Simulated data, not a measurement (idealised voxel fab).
process module | voxel ribs on slabs
cross-section cut | 280 nm wide | cells 5 nm
A cross-section is a grid of square cells, given in bands from the top down. A band is one or more rows of cells.
Each band's line starts with the height of the band's top and of its bottom, in nm. Then come its materials from left to right, each with its width in nm. One material with "throughout" fills the band from edge to edge. "air" is empty space.
Height 0 is the level under which the wafer as received is all one material. The lowest band goes on downwards, as in "0 down".
A width such as "30 to 40" changes by the same amount from each row of cells to the next, from the band's top row to its bottom row.
"no change" after a step means that no cell of the cross-section changed.
closed voids: empty space of 8 cells or more with no open way to the top, each as width x height at its distance from the left edge, in nm
after a step's settings: what the simulator itself notes on the step
overlay nm, on a step with a mask: how far to the right of its planned place the mask lay; to the left if negative
plan
1 op RECEIVE | material Si
2 op DIRECTIONAL_DEP | material SiO2 | thk nm 25
3 op DIRECTIONAL_DEP | material SiN | thk nm 25
4 op DIRECTIONAL_DEP | material aC | thk nm 15
5 op PATTERN | tone cover | mask id RIB | material resist | width nm 30 | thk nm 35 | overlay nm 0
6 op DIRECTIONAL_ETCH | etch materials aC | depth nm 15
7 op STRIP | etch materials resist
8 op DIRECTIONAL_ETCH | etch materials SiN | depth nm 10
9 op STRIP | etch materials aC
10 op DIRECTIONAL_DEP | material aC | thk nm 10
11 op PATTERN | tone cover | mask id SLAB | material resist | width nm 90 | thk nm 25 | overlay nm 0
12 op DIRECTIONAL_ETCH | etch materials aC | depth nm 10
13 op STRIP | etch materials resist
14 op DIRECTIONAL_ETCH | etch materials SiN | depth nm 15
15 op STRIP | etch materials aC
16 op FILL_DEP | material SiO2 | thk nm 25
17 op CMP | height nm 65
18 op DIRECTIONAL_DEP | material TiN | thk nm 5
19 op DIRECTIONAL_DEP | material aC | thk nm 15
20 op PATTERN | tone cover | mask id HEATER | material resist | width nm 40 | thk nm 35 | overlay nm 0
21 op DIRECTIONAL_ETCH | etch materials aC | depth nm 15
22 op STRIP | etch materials resist
23 op DIRECTIONAL_ETCH | etch materials TiN | depth nm 5
24 op STRIP | etch materials aC
25 op CONFORMAL_DEP | material SiO2 | thk nm 10
as received, after step 1
  0 down: Si throughout
  closed voids: none
a wafer at the end: this start, this plan, one mistake
  75 to 70: air 115 | SiO2 50 | air 115
  70 to 65: SiO2 120 | TiN 40 | SiO2 120
  65 to 50: SiO2 throughout
  50 to 40: SiO2 125 | SiN 30 | SiO2 125
  40 to 25: SiO2 95 | SiN 90 | SiO2 95
  25 to 0: SiO2 throughout
  0 down: Si throughout
  closed voids: none
what went wrong: step 25 ran as: op CONFORMAL_DEP | material SiO2 | thk nm 5
